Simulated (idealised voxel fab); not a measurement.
Process module in this document: voxel self aligned vias
Section cut is 165 nm wide and gridded with 5 nm square cells.
Square cells in a grid make up a cross-section in this document, and the grid is given as bands, listed from the top down, each one or more rows of cells.
The entry gives the band's vertical extent as a top height and a bottom height in nm, then its horizontal make-up as materials from left to right, each with a width in nm. "empty" stands for empty space; a single material marked "full width" fills the band edge to edge.
Counting heights begins at 0, where everything beneath is, in the wafer as received, one material. The lowest band has no bottom; it goes on downwards, as "z 0 and below" shows.
A two-number width, for instance "30->40", indicates that the width is equal to the first number in the top row of the band and to the second number in the bottom row, and that it changes by a constant amount per row of cells.
The designation "no change", where it is given for a processing step, indicates that no cell of the cross-section was altered in the course of that step.
Empty spaces without an open route to the top, at least 8 cells in extent, make up the entry "Enclosed cavities"; each is given as width x height at distance, where the distance is measured from the left edge, and all are in nm.
On a step's line, text after the settings is the simulator commenting on that step.
On any step carrying a mask, the "overlay nm" setting, if present on the step's line, tells how far right of its planned place the mask lay; negative values point to the left.

### Planned process steps
1,RECEIVE,material Si
2,CONFORMAL_DEP,material SiO2,thk nm 15
3,CONFORMAL_DEP,material SiCN,thk nm 5
4,DIRECTIONAL_DEP,material SiO2,thk nm 30
5,PATTERN,tone open,mask id LINES,material resist,width nm 25,pitch nm 75,thk nm 20,overlay nm 0
6,DIRECTIONAL_ETCH,etch materials SiO2,depth nm 30
7,STRIP,etch materials resist
8,CONFORMAL_DEP,material TiN,thk nm 5
9,FILL_DEP,material Ru,thk nm 5
10,CMP,height nm 50
11,SELECTIVE_ETCH,etch materials W Ru TiN,depth nm 5
12,FILL_DEP,material SiN,thk nm 5
13,CMP,height nm 50
14,DIRECTIONAL_DEP,material SiO2,thk nm 20
15,PATTERN,tone open,mask id VIAS,material resist,width nm 45,pitch nm 75,thk nm 20,overlay nm 0
16,DIRECTIONAL_ETCH,etch materials SiO2,depth nm 20
17,DIRECTIONAL_ETCH,etch materials SiN,depth nm 5
18,STRIP,etch materials resist
19,CONFORMAL_DEP,material TiN,thk nm 5
20,FILL_DEP,material Cu,thk nm 10
21,CMP,height nm 70
22,CONFORMAL_DEP,material SiN,thk nm 5

### As-received state of the wafer in cross-section, equivalent to post-step 1
- z 0 and below = Si full width
- Enclosed cavities: none

### End-of-module XS, first of two wafers, run as planned
- z 75 to 70 = SiN full width
- z 70 to 55 = SiO2 20 | TiN 5 | Cu 35 | TiN 5 | SiO2 30 | TiN 5 | Cu 35 | TiN 5 | SiO2 25
- z 55 to 50 = SiO2 20 | TiN 15 | Cu 15 | TiN 15 | SiO2 30 | TiN 15 | Cu 15 | TiN 15 | SiO2 25
- z 50 to 45 = SiO2 30 | TiN 25 | SiO2 50 | TiN 25 | SiO2 35
- z 45 to 25 = SiO2 30 | TiN 5 | Ru 15 | TiN 5 | SiO2 50 | TiN 5 | Ru 15 | TiN 5 | SiO2 35
- z 25 to 20 = SiO2 30 | TiN 25 | SiO2 50 | TiN 25 | SiO2 35
- z 20 to 15 = SiCN full width
- z 15 to 0 = SiO2 full width
- z 0 and below = Si full width
- Enclosed cavities: none

### Wafer two cross-section, module end. Start and plan unchanged from wafer one; one mistake made during the run
- z 75 to 70 = SiN full width
- z 70 to 55 = SiO2 20 | TiN 5 | Cu 35 | TiN 5 | SiO2 30 | TiN 5 | Cu 35 | TiN 5 | SiO2 25
- z 55 to 50 = SiO2 20 | TiN 15 | Cu 20 | TiN 10 | SiO2 30 | TiN 15 | Cu 20 | TiN 10 | SiO2 25
- z 50 to 45 = SiO2 30 | TiN 30 | SiO2 45 | TiN 30 | SiO2 30
- z 45 to 25 = SiO2 30 | TiN 5 | Ru 20 | TiN 5 | SiO2 45 | TiN 5 | Ru 20 | TiN 5 | SiO2 30
- z 25 to 20 = SiO2 30 | TiN 30 | SiO2 45 | TiN 30 | SiO2 30
- z 20 to 15 = SiCN full width
- z 15 to 0 = SiO2 full width
- z 0 and below = Si full width
- Enclosed cavities: none
What went wrong in running the wafer? step 5 off recipe, ran as PATTERN,tone open,mask id LINES,material resist,width nm 30,pitch nm 75,thk nm 20,overlay nm 0
Wafer comparison, final, in cells, second relative to first, materials more or fewer: Cu +2 | Ru +8 | SiO2 -12 | TiN +2
